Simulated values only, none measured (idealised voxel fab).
process module | voxel air gaps
cross-section cut | 295 nm wide | cells 5 nm
A cross-section is a grid of square cells, given in bands from the top down. A band is one or more rows of cells.
Each band's line starts with the height of the band's top and of its bottom, in nm. Then come its materials from left to right, each with its width in nm. One material with "throughout" fills the band from edge to edge. "air" is empty space.
Height 0 is the level under which the wafer as received is all one material. The lowest band goes on downwards, as in "0 down".
A width such as "30 to 40" changes by the same amount from each row of cells to the next, from the band's top row to its bottom row.
"no change" after a step means that no cell of the cross-section changed.
closed voids: empty space of 8 cells or more with no open way to the top, each as width x height at its distance from the left edge, in nm
after a step's settings: what the simulator itself notes on the step
overlay nm, on a step with a mask: how far to the right of its planned place the mask lay; to the left if negative
plan
1 op RECEIVE | material Si
2 op CONFORMAL_DEP | material SiO2 | thk nm 10
3 op CONFORMAL_DEP | material SiCN | thk nm 5
4 op DIRECTIONAL_DEP | material SiO2 | thk nm 30
5 op PATTERN | tone open | mask id LINES | material resist | width nm 25 | pitch nm 55 | thk nm 15 | overlay nm 0
6 op DIRECTIONAL_ETCH | etch materials SiO2 | depth nm 30
7 op STRIP | etch materials resist
8 op CONFORMAL_DEP | material TiN | thk nm 5
9 op FILL_DEP | material Ru | thk nm 5
10 op CMP | height nm 45
11 op EPI | material Ru | thk nm 10
12 op SELECTIVE_ETCH | etch materials SiO2 | depth nm 40
13 op CONFORMAL_DEP | material SiCN | thk nm 5
as received, after step 1
  0 down: Si throughout
  closed voids: none
first wafer at the end, as planned
  60 to 55: air 35 | SiCN 220 | air 40
  55 to 45: air 35 | SiCN 5 | Ru 45 | SiCN 10 | Ru 45 | SiCN 10 | Ru 45 | SiCN 10 | Ru 45 | SiCN 5 | air 40
  45 to 40: air 35 | SiCN 15 | TiN 5 | Ru 15 | TiN 5 | SiCN 30 | TiN 5 | Ru 15 | TiN 5 | SiCN 30 | TiN 5 | Ru 15 | TiN 5 | SiCN 30 | TiN 5 | Ru 15 | TiN 5 | SiCN 15 | air 40
  40 to 20: air 45 | SiCN 5 | TiN 5 | Ru 15 | TiN 5 | SiCN 5 | air 20 | SiCN 5 | TiN 5 | Ru 15 | TiN 5 | SiCN 5 | air 20 | SiCN 5 | TiN 5 | Ru 15 | TiN 5 | SiCN 5 | air 20 | SiCN 5 | TiN 5 | Ru 15 | TiN 5 | SiCN 5 | air 50
  20 to 15: SiCN 50 | TiN 25 | SiCN 30 | TiN 25 | SiCN 30 | TiN 25 | SiCN 30 | TiN 25 | SiCN 55
  15 to 10: SiCN throughout
  10 to 0: SiO2 throughout
  0 down: Si throughout
  closed voids: 20 x 20 at 80; 20 x 20 at 135; 20 x 20 at 190
second wafer at the end: like start, like plan, one mistake
  55 to 45: air 40 | Ru 45 | air 10 | Ru 45 | air 10 | Ru 45 | air 10 | Ru 45 | air 45
  45 to 20: air 50 | TiN 5 | Ru 15 | TiN 5 | air 30 | TiN 5 | Ru 15 | TiN 5 | air 30 | TiN 5 | Ru 15 | TiN 5 | air 30 | TiN 5 | Ru 15 | TiN 5 | air 55
  20 to 15: air 50 | TiN 25 | air 30 | TiN 25 | air 30 | TiN 25 | air 30 | TiN 25 | air 55
  15 to 10: SiCN throughout
  10 to 0: SiO2 throughout
  0 down: Si throughout
  closed voids: none
what went wrong: step 13 was left out
at the end the second wafer has, in cells: 155 fewer of SiCN
closed voids at the end (first wafer, second wafer): 3, 0
